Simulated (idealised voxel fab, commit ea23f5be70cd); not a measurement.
Name of the process module below: voxel wiring stack
Each square cell in cross-section cut measures 5 nm, and the section as a whole is 240 nm wide.
Throughout this document, each cross-section is represented as a grid of square cells and is presented as a sequence of bands enumerated from the top downward, where a band comprises one or more rows of cells.
This entry defines a band. It first specifies the height of the band's top and the height of its bottom in nm, and then specifies the band's materials from left to right, stating each material with its width in nm. The word "all across" identifies a single material that fills the band from edge to edge, while the word "blank" identifies empty space.
Heights are measured from 0, the level below which the as-received wafer is all one material; the lowest band has no bottom and continues downward, written as in "z 0 and below".
Read "30->40" as a graded width: first number on top, second number at the bottom, same change between each pair of neighbouring rows.
The designation "nothing different", where it is given for a processing step, indicates that no cell of the cross-section was altered in the course of that step.
Closed-off voids of 8+ cells (no open route to the top) go in "Enclosed void entries", written width x height at distance from the left edge, in nm.
Post-settings text on a step line: simulator's own remark regarding the step.
overlay nm, on a step with a mask: how far to the right of its planned place the mask lay; to the left if negative
Process steps foreseen in the plan
1,RECEIVE with material Si
2,CONFORMAL_DEP with material SiO2, thk nm 15
3,CONFORMAL_DEP with material SiN, thk nm 5
4,DIRECTIONAL_DEP with material SiO2, thk nm 15
5,PATTERN with tone open, mask id METAL_1, material resist, width nm 30, pitch nm 50, thk nm 20, overlay nm 0
6,DIRECTIONAL_ETCH with etch materials SiO2, depth nm 15
7,DIRECTIONAL_ETCH with etch materials SiN, depth nm 5
8,STRIP with etch materials resist
9,CONFORMAL_DEP with material TiN, thk nm 5
10,FILL_DEP with material Cu, thk nm 10
11,CMP with height nm 35
12,EPI with material Ru, thk nm 5
13,FILL_DEP with material SiCN, thk nm 5
14,DIRECTIONAL_DEP with material lowk, thk nm 25
15,DIRECTIONAL_DEP with material aC, thk nm 15
16,PATTERN with tone open, mask id METAL_2, material resist, width nm 30, pitch nm 50, thk nm 35, overlay nm 0
17,DIRECTIONAL_ETCH with etch materials aC, depth nm 15
18,STRIP with etch materials resist
19,DIRECTIONAL_ETCH with etch materials lowk, depth nm 15
20,STRIP with etch materials aC
21,PATTERN with tone open, mask id METAL_2_HOLES, material resist, width nm 15, thk nm 15, overlay nm 0
22,DIRECTIONAL_ETCH with etch materials lowk, depth nm 10
23,DIRECTIONAL_ETCH with etch materials SiCN, depth nm 5
24,STRIP with etch materials resist
25,CONFORMAL_DEP with material TiN, thk nm 5
26,FILL_DEP with material Ru, thk nm 10
27,CMP with height nm 70
28,CONFORMAL_DEP with material SiN, thk nm 5
On the first of the two wafers: run conducted according to plan
Cross-section of the wafer at receipt, which is the condition after step 1
- z 0 and below  Si all across
- Enclosed void entries: none
Step 2 done - wafer cross-section
- z 15 to 0  SiO2 all across
- Beneath the level 0, the cross-section is identical to its previous state.
Step 3 done - wafer cross-section
- z 20 to 15  SiN all across
- Beneath the level 15, the cross-section is identical to its previous state.
Step 4 done - wafer cross-section
- z 35 to 20  SiO2 all across
- Beneath the level 20, the cross-section is identical to its previous state.
Step 5 done - wafer cross-section
- z 55 to 35  resist=80 / blank=30 / resist=20 / blank=30 / resist=80
- Beneath the level 35, the cross-section is identical to its previous state.
Step 6 done - wafer cross-section
- z 55 to 35  resist=80 / blank=30 / resist=20 / blank=30 / resist=80
- z 35 to 20  SiO2=80 / blank=30 / SiO2=20 / blank=30 / SiO2=80
- Beneath the level 20, the cross-section is identical to its previous state.
Step 7 done - wafer cross-section
- z 55 to 35  resist=80 / blank=30 / resist=20 / blank=30 / resist=80
- z 35 to 20  SiO2=80 / blank=30 / SiO2=20 / blank=30 / SiO2=80
- z 20 to 15  SiN=80 / blank=30 / SiN=20 / blank=30 / SiN=80
- Beneath the level 15, the cross-section is identical to its previous state.
Step 8 done - wafer cross-section
- z 35 to 20  SiO2=80 / blank=30 / SiO2=20 / blank=30 / SiO2=80
- Beneath the level 20, the cross-section is identical to its previous state.
Step 9 done - wafer cross-section
- z 40 to 35  TiN=85 / blank=20 / TiN=30 / blank=20 / TiN=85
- z 35 to 20  SiO2=80 / TiN=5 / blank=20 / TiN=5 / SiO2=20 / TiN=5 / blank=20 / TiN=5 / SiO2=80
- z 20 to 15  SiN=80 / TiN=30 / SiN=20 / TiN=30 / SiN=80
- Beneath the level 15, the cross-section is identical to its previous state.
Step 10 done - wafer cross-section
- z 50 to 40  Cu all across
- z 40 to 35  TiN=85 / Cu=20 / TiN=30 / Cu=20 / TiN=85
- z 35 to 20  SiO2=80 / TiN=5 / Cu=20 / TiN=5 / SiO2=20 / TiN=5 / Cu=20 / TiN=5 / SiO2=80
- Beneath the level 20, the cross-section is identical to its previous state.
Step 11 done - wafer cross-section
- z 35 to 20  SiO2=80 / TiN=5 / Cu=20 / TiN=5 / SiO2=20 / TiN=5 / Cu=20 / TiN=5 / SiO2=80
- Beneath the level 20, the cross-section is identical to its previous state.
Step 12 done - wafer cross-section
- z 40 to 35  blank=75 / Ru=40 / blank=10 / Ru=40 / blank=75
- Beneath the level 35, the cross-section is identical to its previous state.
Step 13 done - wafer cross-section
- z 45 to 40  SiCN all across
- z 40 to 35  SiCN=75 / Ru=40 / SiCN=10 / Ru=40 / SiCN=75
- Beneath the level 35, the cross-section is identical to its previous state.
Step 14 done - wafer cross-section
- z 70 to 45  lowk all across
- Beneath the level 45, the cross-section is identical to its previous state.
Step 15 done - wafer cross-section
- z 85 to 70  aC all across
- Beneath the level 70, the cross-section is identical to its previous state.
Step 16 done - wafer cross-section
- z 120 to 85  resist=80 / blank=30 / resist=20 / blank=30 / resist=80
- Beneath the level 85, the cross-section is identical to its previous state.
Step 17 done - wafer cross-section
- z 105 to 85  resist=80 / blank=30 / resist=20 / blank=30 / resist=80
- z 85 to 70  aC=80 / blank=30 / aC=20 / blank=30 / aC=80
- Beneath the level 70, the cross-section is identical to its previous state.
Step 18 done - wafer cross-section
- z 85 to 70  aC=80 / blank=30 / aC=20 / blank=30 / aC=80
- Beneath the level 70, the cross-section is identical to its previous state.
Step 19 done - wafer cross-section
- z 85 to 70  aC=80 / blank=30 / aC=20 / blank=30 / aC=80
- z 70 to 55  lowk=80 / blank=30 / lowk=20 / blank=30 / lowk=80
- Beneath the level 55, the cross-section is identical to its previous state.
Step 20 done - wafer cross-section
- z 70 to 55  lowk=80 / blank=30 / lowk=20 / blank=30 / lowk=80
- Beneath the level 55, the cross-section is identical to its previous state.
Step 21 done - wafer cross-section
- z 85 to 70  resist=80 / blank=15 / resist=145
- z 70 to 55  lowk=80 / blank=15 / resist=15 / lowk=20 / resist=30 / lowk=80
- Beneath the level 55, the cross-section is identical to its previous state.
Step 22 done - wafer cross-section
- z 85 to 70  resist=80 / blank=15 / resist=145
- z 70 to 55  lowk=80 / blank=15 / resist=15 / lowk=20 / resist=30 / lowk=80
- z 55 to 45  lowk=80 / blank=15 / lowk=145
- Beneath the level 45, the cross-section is identical to its previous state.
Step 23 done - wafer cross-section
- z 85 to 70  resist=80 / blank=15 / resist=145
- z 70 to 55  lowk=80 / blank=15 / resist=15 / lowk=20 / resist=30 / lowk=80
- z 55 to 45  lowk=80 / blank=15 / lowk=145
- z 45 to 40  SiCN=80 / blank=15 / SiCN=145
- Beneath the level 40, the cross-section is identical to its previous state.
Step 24 done - wafer cross-section
- z 70 to 55  lowk=80 / blank=30 / lowk=20 / blank=30 / lowk=80
- Beneath the level 55, the cross-section is identical to its previous state.
Step 25 done - wafer cross-section
- z 75 to 70  TiN=85 / blank=20 / TiN=30 / blank=20 / TiN=85
- z 70 to 60  lowk=80 / TiN=5 / blank=20 / TiN=5 / lowk=20 / TiN=5 / blank=20 / TiN=5 / lowk=80
- z 60 to 55  lowk=80 / TiN=5 / blank=5 / TiN=20 / lowk=20 / TiN=30 / lowk=80
- z 55 to 45  lowk=80 / TiN=5 / blank=5 / TiN=5 / lowk=145
- z 45 to 40  SiCN=80 / TiN=15 / SiCN=145
- Beneath the level 40, the cross-section is identical to its previous state.
Step 26 done - wafer cross-section
- z 85 to 75  Ru all across
- z 75 to 70  TiN=85 / Ru=20 / TiN=30 / Ru=20 / TiN=85
- z 70 to 60  lowk=80 / TiN=5 / Ru=20 / TiN=5 / lowk=20 / TiN=5 / Ru=20 / TiN=5 / lowk=80
- z 60 to 55  lowk=80 / TiN=5 / Ru=5 / TiN=20 / lowk=20 / TiN=30 / lowk=80
- z 55 to 45  lowk=80 / TiN=5 / Ru=5 / TiN=5 / lowk=145
- Beneath the level 45, the cross-section is identical to its previous state.
Step 27 done - wafer cross-section
- z 70 to 60  lowk=80 / TiN=5 / Ru=20 / TiN=5 / lowk=20 / TiN=5 / Ru=20 / TiN=5 / lowk=80
- Beneath the level 60, the cross-section is identical to its previous state.
Step 28 done - wafer cross-section
- z 75 to 70  SiN all across
- Beneath the level 70, the cross-section is identical to its previous state.
Second wafer. Start and plan as for the first. One mistake made in running. Agrees with the first up to and including step 13
The second wafer cut through, at the time step 14 was supposed to be finished
- z 60 to 45  aC all across
- Beneath the level 45, the cross-section is identical to its previous state.
The second wafer cut through, at the time step 15 was supposed to be finished
- z 85 to 60  lowk all across
- Beneath the level 60, the cross-section is identical to its previous state.
The second wafer cut through, at the time step 16 was supposed to be finished
- z 120 to 85  resist=80 / blank=30 / resist=20 / blank=30 / resist=80
- Beneath the level 85, the cross-section is identical to its previous state.
The second wafer cut through, at the time step 17 was supposed to be finished
- z 105 to 85  resist=80 / blank=30 / resist=20 / blank=30 / resist=80
- Beneath the level 85, the cross-section is identical to its previous state.
The second wafer cut through, at the time step 18 was supposed to be finished
- z 85 to 60  lowk all across
- Beneath the level 60, the cross-section is identical to its previous state.
The second wafer cut through, at the time step 19 was supposed to be finished
- z 70 to 60  lowk all across
- Beneath the level 60, the cross-section is identical to its previous state.
The second wafer cut through, at the time step 20 was supposed to be finished: nothing different
The second wafer cut through, at the time step 21 was supposed to be finished
- z 85 to 70  resist=80 / blank=15 / resist=145
- Beneath the level 70, the cross-section is identical to its previous state.
The second wafer cut through, at the time step 22 was supposed to be finished
- z 85 to 70  resist=80 / blank=15 / resist=145
- z 70 to 60  lowk=80 / blank=15 / lowk=145
- Beneath the level 60, the cross-section is identical to its previous state.
The second wafer cut through, at the time step 23 was supposed to be finished: nothing different
The second wafer cut through, at the time step 24 was supposed to be finished
- z 70 to 60  lowk=80 / blank=15 / lowk=145
- Beneath the level 60, the cross-section is identical to its previous state.
The second wafer cut through, at the time step 25 was supposed to be finished
- z 75 to 70  TiN=85 / blank=5 / TiN=150
- z 70 to 65  lowk=80 / TiN=5 / blank=5 / TiN=5 / lowk=145
- z 65 to 60  lowk=80 / TiN=15 / lowk=145
- Beneath the level 60, the cross-section is identical to its previous state.
The second wafer cut through, at the time step 26 was supposed to be finished
- z 85 to 75  Ru all across
- z 75 to 70  TiN=85 / Ru=5 / TiN=150
- z 70 to 65  lowk=80 / TiN=5 / Ru=5 / TiN=5 / lowk=145
- Beneath the level 65, the cross-section is identical to its previous state.
The second wafer cut through, at the time step 27 was supposed to be finished
- z 70 to 65  lowk=80 / TiN=5 / Ru=5 / TiN=5 / lowk=145
- Beneath the level 65, the cross-section is identical to its previous state.
The second wafer cut through, at the time step 28 was supposed to be finished
- z 75 to 70  SiN all across
- Beneath the level 70, the cross-section is identical to its previous state.
Misprocessing identified: steps 14 and 15 run out of order (swapped)
Heads up, by the end the second wafer has more or fewer cells of some materials compared to the first: Ru -18; SiCN +3; TiN -21; aC +144; lowk -108
